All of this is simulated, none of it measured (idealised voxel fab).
Documented hereafter: the process module known as voxel released beams.
We display cut, a cross-section 225 nm in width whose square cells are each 5 nm.
Cross-section layout: square cells on a grid; listed as bands, top to bottom; a band spans one or more cell rows. The entry gives the band's vertical extent as a top height and a bottom height in nm, then its horizontal make-up as materials from left to right, each with a width in nm. "blank" stands for empty space; a single material marked "everywhere" fills the band edge to edge. A quick word on heights: they are counted from 0, and under that level the wafer as it came to us is one material throughout. The lowest band is different from the rest in having no bottom; it simply continues downward, written as in "from 0 down". Graded width ("30..40"): value in top row of band = first number; value in bottom row = second number; row-to-row change constant. The cross-section has no changed cell in any step marked "no modification". Entry "Sealed void listing" = empty spaces >= 8 cells with no open way to the top; each as width x height at distance, distance from left edge, all nm. Text after the settings on a step's line: the simulator's own remark on that step. overlay nm: mask offset rightward from planned place, masked step; negative means leftward offset.
**Below is the list of planned process steps**
1,op RECEIVE | material Si
2,op CONFORMAL_DEP | material Al2O3 | thk nm 10
3,op DIRECTIONAL_DEP | material SiO2 | thk nm 15
4,op MASKED_ETCH | tone open | mask id ANCHOR | width nm 45 | etch materials SiO2 | depth nm 15 | overlay nm 0
5,op CONFORMAL_DEP | material polySi | thk nm 15
6,op MASKED_ETCH | tone cover | mask id BEAM | width nm 100 | etch materials polySi | depth nm 15 | overlay nm 0
7,op STRIP | etch materials SiO2
**Wafer at receipt (post step 1), cross-section**
- from 0 down | Si everywhere
- Sealed void listing: none
**The first of two wafers, cross-sectioned at the end of the module, with the run proceeding as planned**
- from 40 to 25 | blank=60 / polySi=20 / blank=15 / polySi=65 / blank=65
- from 25 to 10 | blank=65 / polySi=45 / blank=115
- from 10 to 0 | Al2O3 everywhere
- from 0 down | Si everywhere
- Sealed void listing: none
**Cross-section of the latter of the two wafers at module completion. It had an identical start and an identical plan to the former; in running it, one mistake was made**
- from 30 to 15 | blank=60 / polySi=20 / blank=15 / polySi=65 / blank=65
- from 15 to 0 | blank=65 / polySi=45 / blank=115
- from 0 down | Si everywhere
- Sealed void listing: none
Short version of what went wrong: execution of step 2 of the plan did not take place, the step having been omitted
End check, counted in cells, second wafer has more or fewer of these materials than the first: 90 fewer of Al2O3
